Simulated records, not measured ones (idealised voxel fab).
process module | voxel capacitor over wiring
cross-section cut | 175 nm wide | cells 5 nm
A cross-section is a grid of square cells, given in bands from the top down. A band is one or more rows of cells.
Each band's line starts with the height of the band's top and of its bottom, in nm. Then come its materials from left to right, each with its width in nm. One material with "throughout" fills the band from edge to edge. "air" is empty space.
Height 0 is the level under which the wafer as received is all one material. The lowest band goes on downwards, as in "0 down".
A width such as "30 to 40" changes by the same amount from each row of cells to the next, from the band's top row to its bottom row.
"no change" after a step means that no cell of the cross-section changed.
closed voids: empty space of 8 cells or more with no open way to the top, each as width x height at its distance from the left edge, in nm
after a step's settings: what the simulator itself notes on the step
overlay nm, on a step with a mask: how far to the right of its planned place the mask lay; to the left if negative
plan
1 op RECEIVE | material Si
2 op CONFORMAL_DEP | material SiO2 | thk nm 15
3 op DIRECTIONAL_DEP | material TiN | thk nm 5
4 op DIRECTIONAL_DEP | material Ru | thk nm 20
5 op DIRECTIONAL_DEP | material aC | thk nm 15
6 op PATTERN | tone cover | mask id METAL_1 | material resist | width nm 30 | pitch nm 80 | thk nm 35 | overlay nm 0
7 op DIRECTIONAL_ETCH | etch materials aC | depth nm 15
8 op STRIP | etch materials resist
9 op DIRECTIONAL_ETCH | etch materials Ru | depth nm 20
10 op DIRECTIONAL_ETCH | etch materials TiN | depth nm 5
11 op STRIP | etch materials aC
12 op FILL_DEP | material lowk | thk nm 5
13 op CMP | height nm 40
14 op CONFORMAL_DEP | material SiCN | thk nm 5
15 op DIRECTIONAL_DEP | material lowk | thk nm 20
16 op DIRECTIONAL_DEP | material aC | thk nm 10
17 op PATTERN | tone open | mask id PLUG_1 | material resist | width nm 15 | thk nm 25 | overlay nm 0
18 op DIRECTIONAL_ETCH | etch materials aC | depth nm 10
19 op STRIP | etch materials resist
20 op DIRECTIONAL_ETCH | etch materials lowk | depth nm 20
21 op DIRECTIONAL_ETCH | etch materials SiCN | depth nm 5
22 op STRIP | etch materials aC
23 op CONFORMAL_DEP | material TiN | thk nm 5
24 op FILL_DEP | material Ru | thk nm 5
25 op CMP | height nm 65
26 op DIRECTIONAL_DEP | material TiN | thk nm 10
27 op DIRECTIONAL_DEP | material SiN | thk nm 5
28 op DIRECTIONAL_DEP | material TiN | thk nm 10
29 op DIRECTIONAL_DEP | material aC | thk nm 15
30 op PATTERN | tone cover | mask id UPPER_PLATE | material resist | width nm 55 | thk nm 30 | overlay nm 0
31 op DIRECTIONAL_ETCH | etch materials aC | depth nm 15
32 op STRIP | etch materials resist
33 op DIRECTIONAL_ETCH | etch materials TiN | depth nm 10
34 op DIRECTIONAL_ETCH | etch materials SiN | depth nm 5
35 op STRIP | etch materials aC
36 op DIRECTIONAL_DEP | material aC | thk nm 10
37 op PATTERN | tone cover | mask id LOWER_PLATE | material resist | width nm 65 | thk nm 30 | overlay nm 0
38 op DIRECTIONAL_ETCH | etch materials aC | depth nm 10
39 op STRIP | etch materials resist
40 op DIRECTIONAL_ETCH | etch materials TiN | depth nm 10
41 op STRIP | etch materials aC
42 op FILL_DEP | material SiO2 | thk nm 20
43 op CMP | height nm 105
44 op MASKED_ETCH | tone open | mask id PLUG_2 | width nm 15 | etch materials SiO2 | depth nm 15 | overlay nm 0
45 op CONFORMAL_DEP | material TiN | thk nm 5
46 op FILL_DEP | material Ru | thk nm 5
47 op CMP | height nm 105
48 op CONFORMAL_DEP | material SiCN | thk nm 5
first wafer, as planned
as received, after step 1
  0 down: Si throughout
  closed voids: none
after step 2
  15 to 0: SiO2 throughout
  below 0: unchanged
after step 3
  20 to 15: TiN throughout
  below 15: unchanged
after step 4
  40 to 20: Ru throughout
  below 20: unchanged
after step 5
  55 to 40: aC throughout
  below 40: unchanged
after step 6
  90 to 55: air 30 | resist 30 | air 50 | resist 30 | air 35
  below 55: unchanged
after step 7
  75 to 55: air 30 | resist 30 | air 50 | resist 30 | air 35
  55 to 40: air 30 | aC 30 | air 50 | aC 30 | air 35
  below 40: unchanged
after step 8
  55 to 40: air 30 | aC 30 | air 50 | aC 30 | air 35
  below 40: unchanged
after step 9
  55 to 40: air 30 | aC 30 | air 50 | aC 30 | air 35
  40 to 20: air 30 | Ru 30 | air 50 | Ru 30 | air 35
  below 20: unchanged
after step 10
  55 to 40: air 30 | aC 30 | air 50 | aC 30 | air 35
  40 to 20: air 30 | Ru 30 | air 50 | Ru 30 | air 35
  20 to 15: air 30 | TiN 30 | air 50 | TiN 30 | air 35
  below 15: unchanged
after step 11
  40 to 20: air 30 | Ru 30 | air 50 | Ru 30 | air 35
  below 20: unchanged
after step 12
  45 to 40: lowk throughout
  40 to 20: lowk 30 | Ru 30 | lowk 50 | Ru 30 | lowk 35
  20 to 15: lowk 30 | TiN 30 | lowk 50 | TiN 30 | lowk 35
  below 15: unchanged
after step 13
  40 to 20: lowk 30 | Ru 30 | lowk 50 | Ru 30 | lowk 35
  below 20: unchanged
after step 14
  45 to 40: SiCN throughout
  below 40: unchanged
after step 15
  65 to 45: lowk throughout
  below 45: unchanged
after step 16
  75 to 65: aC throughout
  below 65: unchanged
after step 17
  100 to 75: resist 45 | air 15 | resist 115
  below 75: unchanged
after step 18
  90 to 75: resist 45 | air 15 | resist 115
  75 to 65: aC 45 | air 15 | aC 115
  below 65: unchanged
after step 19
  75 to 65: aC 45 | air 15 | aC 115
  below 65: unchanged
after step 20
  75 to 65: aC 45 | air 15 | aC 115
  65 to 45: lowk 45 | air 15 | lowk 115
  below 45: unchanged
after step 21
  75 to 65: aC 45 | air 15 | aC 115
  65 to 45: lowk 45 | air 15 | lowk 115
  45 to 40: SiCN 45 | air 15 | SiCN 115
  below 40: unchanged
after step 22
  65 to 45: lowk 45 | air 15 | lowk 115
  below 45: unchanged
after step 23
  70 to 65: TiN 50 | air 5 | TiN 120
  65 to 45: lowk 45 | TiN 5 | air 5 | TiN 5 | lowk 115
  45 to 40: SiCN 45 | TiN 15 | SiCN 115
  below 40: unchanged
after step 24
  75 to 70: Ru throughout
  70 to 65: TiN 50 | Ru 5 | TiN 120
  65 to 45: lowk 45 | TiN 5 | Ru 5 | TiN 5 | lowk 115
  below 45: unchanged
after step 25
  65 to 45: lowk 45 | TiN 5 | Ru 5 | TiN 5 | lowk 115
  below 45: unchanged
after step 26
  75 to 65: TiN throughout
  below 65: unchanged
after step 27
  80 to 75: SiN throughout
  below 75: unchanged
after step 28
  90 to 80: TiN throughout
  below 80: unchanged
after step 29
  105 to 90: aC throughout
  below 90: unchanged
after step 30
  135 to 105: air 45 | resist 55 | air 75
  below 105: unchanged
after step 31
  120 to 105: air 45 | resist 55 | air 75
  105 to 90: air 45 | aC 55 | air 75
  below 90: unchanged
after step 32
  105 to 90: air 45 | aC 55 | air 75
  below 90: unchanged
after step 33
  105 to 90: air 45 | aC 55 | air 75
  90 to 80: air 45 | TiN 55 | air 75
  below 80: unchanged
after step 34
  105 to 90: air 45 | aC 55 | air 75
  90 to 80: air 45 | TiN 55 | air 75
  80 to 75: air 45 | SiN 55 | air 75
  below 75: unchanged
after step 35
  90 to 80: air 45 | TiN 55 | air 75
  below 80: unchanged
after step 36
  100 to 90: air 45 | aC 55 | air 75
  90 to 85: air 45 | TiN 55 | air 75
  85 to 80: aC 45 | TiN 55 | aC 75
  80 to 75: aC 45 | SiN 55 | aC 75
  below 75: unchanged
after step 37
  130 to 100: air 40 | resist 65 | air 70
  100 to 90: air 40 | resist 5 | aC 55 | resist 5 | air 70
  90 to 85: air 40 | resist 5 | TiN 55 | resist 5 | air 70
  below 85: unchanged
after step 38
  120 to 100: air 40 | resist 65 | air 70
  100 to 90: air 40 | resist 5 | aC 55 | resist 5 | air 70
  90 to 85: air 40 | resist 5 | TiN 55 | resist 5 | air 70
  85 to 80: air 40 | aC 5 | TiN 55 | aC 5 | air 70
  80 to 75: air 40 | aC 5 | SiN 55 | aC 5 | air 70
  below 75: unchanged
after step 39
  100 to 90: air 45 | aC 55 | air 75
  90 to 85: air 45 | TiN 55 | air 75
  below 85: unchanged
after step 40
  100 to 90: air 45 | aC 55 | air 75
  90 to 85: air 45 | TiN 55 | air 75
  85 to 80: air 40 | aC 5 | TiN 55 | aC 5 | air 70
  80 to 75: air 40 | aC 5 | SiN 55 | aC 5 | air 70
  75 to 65: air 40 | TiN 65 | air 70
  below 65: unchanged
after step 41
  90 to 80: air 45 | TiN 55 | air 75
  80 to 75: air 45 | SiN 55 | air 75
  below 75: unchanged
after step 42
  110 to 90: SiO2 throughout
  90 to 80: SiO2 45 | TiN 55 | SiO2 75
  80 to 75: SiO2 45 | SiN 55 | SiO2 75
  75 to 65: SiO2 40 | TiN 65 | SiO2 70
  below 65: unchanged
after step 43
  105 to 90: SiO2 throughout
  below 90: unchanged
after step 44
  105 to 90: SiO2 55 | air 15 | SiO2 105
  below 90: unchanged
after step 45
  110 to 105: TiN 60 | air 5 | TiN 110
  105 to 95: SiO2 55 | TiN 5 | air 5 | TiN 5 | SiO2 105
  95 to 90: SiO2 55 | TiN 15 | SiO2 105
  below 90: unchanged
after step 46
  115 to 110: Ru throughout
  110 to 105: TiN 60 | Ru 5 | TiN 110
  105 to 95: SiO2 55 | TiN 5 | Ru 5 | TiN 5 | SiO2 105
  below 95: unchanged
after step 47
  105 to 95: SiO2 55 | TiN 5 | Ru 5 | TiN 5 | SiO2 105
  below 95: unchanged
after step 48
  110 to 105: SiCN throughout
  below 105: unchanged
second wafer: like start, like plan, one mistake. Through step 26 it matches the first wafer
when step 27 should have ended: no change
when step 28 should have ended
  85 to 65: TiN throughout
  below 65: unchanged
when step 29 should have ended
  100 to 85: aC throughout
  below 85: unchanged
when step 30 should have ended
  130 to 100: air 45 | resist 55 | air 75
  below 100: unchanged
when step 31 should have ended
  115 to 100: air 45 | resist 55 | air 75
  100 to 85: air 45 | aC 55 | air 75
  below 85: unchanged
when step 32 should have ended
  100 to 85: air 45 | aC 55 | air 75
  below 85: unchanged
when step 33 should have ended
  100 to 85: air 45 | aC 55 | air 75
  85 to 75: air 45 | TiN 55 | air 75
  below 75: unchanged
when step 34 should have ended: no change
when step 35 should have ended
  85 to 75: air 45 | TiN 55 | air 75
  below 75: unchanged
when step 36 should have ended
  95 to 85: air 45 | aC 55 | air 75
  85 to 75: aC 45 | TiN 55 | aC 75
  below 75: unchanged
when step 37 should have ended
  125 to 95: air 40 | resist 65 | air 70
  95 to 85: air 40 | resist 5 | aC 55 | resist 5 | air 70
  below 85: unchanged
when step 38 should have ended
  115 to 95: air 40 | resist 65 | air 70
  95 to 85: air 40 | resist 5 | aC 55 | resist 5 | air 70
  85 to 75: air 40 | aC 5 | TiN 55 | aC 5 | air 70
  below 75: unchanged
when step 39 should have ended
  95 to 85: air 45 | aC 55 | air 75
  below 85: unchanged
when step 40 should have ended
  95 to 85: air 45 | aC 55 | air 75
  85 to 75: air 40 | aC 5 | TiN 55 | aC 5 | air 70
  75 to 65: air 40 | TiN 65 | air 70
  below 65: unchanged
when step 41 should have ended
  85 to 75: air 45 | TiN 55 | air 75
  below 75: unchanged
when step 42 should have ended
  105 to 85: SiO2 throughout
  85 to 75: SiO2 45 | TiN 55 | SiO2 75
  75 to 65: SiO2 40 | TiN 65 | SiO2 70
  below 65: unchanged
when step 43 should have ended: no change
when step 44 should have ended
  105 to 90: SiO2 55 | air 15 | SiO2 105
  below 90: unchanged
when step 45 should have ended
  110 to 105: TiN 60 | air 5 | TiN 110
  105 to 95: SiO2 55 | TiN 5 | air 5 | TiN 5 | SiO2 105
  95 to 90: SiO2 55 | TiN 15 | SiO2 105
  below 90: unchanged
when step 46 should have ended
  115 to 110: Ru throughout
  110 to 105: TiN 60 | Ru 5 | TiN 110
  105 to 95: SiO2 55 | TiN 5 | Ru 5 | TiN 5 | SiO2 105
  below 95: unchanged
when step 47 should have ended
  105 to 95: SiO2 55 | TiN 5 | Ru 5 | TiN 5 | SiO2 105
  below 95: unchanged
when step 48 should have ended
  110 to 105: SiCN throughout
  below 105: unchanged
what went wrong: step 27 was left out
at the end the second wafer has, in cells: 11 fewer of SiN | 11 more of SiO2
